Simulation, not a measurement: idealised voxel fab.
The process module presented herein is designated voxel self aligned vias.
We display cut, a cross-section 160 nm in width whose square cells are each 5 nm.
Bands, listed from the top down, are how a cross-section gets written in this document; the cross-section itself is a grid of square cells, and a band is one or more rows of them. Look at the band entry: it leads with the top's height and the bottom's height in nm. Then it lists the materials left to right, with a width in nm for each. The word "edge to edge" on a single material says that material fills the band edge to edge. The word "blank" is empty space. The reference from which all heights are counted is 0, the level beneath which the as-received wafer is entirely one material; the lowest band, having no lower bound, proceeds downward and is written after the example "from 0 down". Read "30..40" as a graded width: first number on top, second number at the bottom, same change between each pair of neighbouring rows. "no change" for a step: no cell of the cross-section changed in that step. "closed voids" contains a list of empty spaces, each no smaller than 8 cells and without an open way to the top, written in the form width x height at distance with the distance from the left edge and all three in nm. Heads up: the bit after the settings on a step's line is the simulator's remark on that step. For masked steps, "overlay nm" on the step line gives how far right of plan the mask actually lay; a minus sign means it lay to the left.

SET OUT BELOW ARE THE PLANNED STEPS OF THE PROCESS
- 1: RECEIVE,material Si
- 2: CONFORMAL_DEP,material SiO2,thk nm 15
- 3: CONFORMAL_DEP,material SiCN,thk nm 5
- 4: DIRECTIONAL_DEP,material SiO2,thk nm 30
- 5: DIRECTIONAL_DEP,material aC,thk nm 10
- 6: PATTERN,tone open,mask id LINES,material resist,width nm 20,pitch nm 55,thk nm 25,overlay nm 0
- 7: DIRECTIONAL_ETCH,etch materials aC,depth nm 10
- 8: STRIP,etch materials resist
- 9: DIRECTIONAL_ETCH,etch materials SiO2,depth nm 30
- 10: STRIP,etch materials aC
- 11: CONFORMAL_DEP,material TiN,thk nm 5
- 12: FILL_DEP,material Ru,thk nm 10
- 13: CMP,height nm 50
- 14: SELECTIVE_ETCH,etch materials W Ru TiN,depth nm 10
- 15: FILL_DEP,material SiN,thk nm 10
- 16: CMP,height nm 50
- 17: DIRECTIONAL_DEP,material SiO2,thk nm 20
- 18: PATTERN,tone open,mask id VIAS,material resist,width nm 30,thk nm 20,overlay nm 0
- 19: DIRECTIONAL_ETCH,etch materials SiO2,depth nm 20
- 20: DIRECTIONAL_ETCH,etch materials SiN,depth nm 10
- 21: STRIP,etch materials resist
- 22: CONFORMAL_DEP,material TiN,thk nm 5
- 23: FILL_DEP,material Cu,thk nm 5
- 24: CMP,height nm 70
- 25: CONFORMAL_DEP,material SiN,thk nm 5

THIS IS THE CROSS-SECTION OF THE WAFER AS WE RECEIVED IT, I.E. AFTER STEP 1
    from 0 down = Si edge to edge
    closed voids: none

THE CROSS-SECTION SHOWN CORRESPONDS TO THE WAFER AT THE CONCLUSION OF THE MODULE. THE INITIAL STRUCTURE AND THE PROCESS PLAN ARE THOSE PRESENTED ABOVE; HOWEVER, ONE MISTAKE OCCURRED IN EXECUTING THE PLAN
    from 75 to 70 = SiN edge to edge
    from 70 to 55 = SiO2 (35) | TiN (5) | Cu (20) | TiN (5) | SiO2 (95)
    from 55 to 50 = SiO2 (35) | TiN (10) | Cu (10) | TiN (10) | SiO2 (95)
    from 50 to 45 = SiO2 (40) | TiN (5) | Cu (10) | TiN (5) | SiO2 (35) | SiN (20) | SiO2 (45)
    from 45 to 40 = SiO2 (40) | TiN (20) | SiO2 (35) | SiN (20) | SiO2 (45)
    from 40 to 25 = SiO2 (40) | TiN (5) | Ru (10) | TiN (5) | SiO2 (35) | TiN (5) | Ru (10) | TiN (5) | SiO2 (45)
    from 25 to 20 = SiO2 (40) | TiN (20) | SiO2 (35) | TiN (20) | SiO2 (45)
    from 20 to 5 = SiO2 edge to edge
    from 5 to 0 = SiCN edge to edge
    from 0 down = Si edge to edge
    closed voids: none
Heads up, the wafer didn't run the way we planned it: plan steps 2 and 3 run swapped
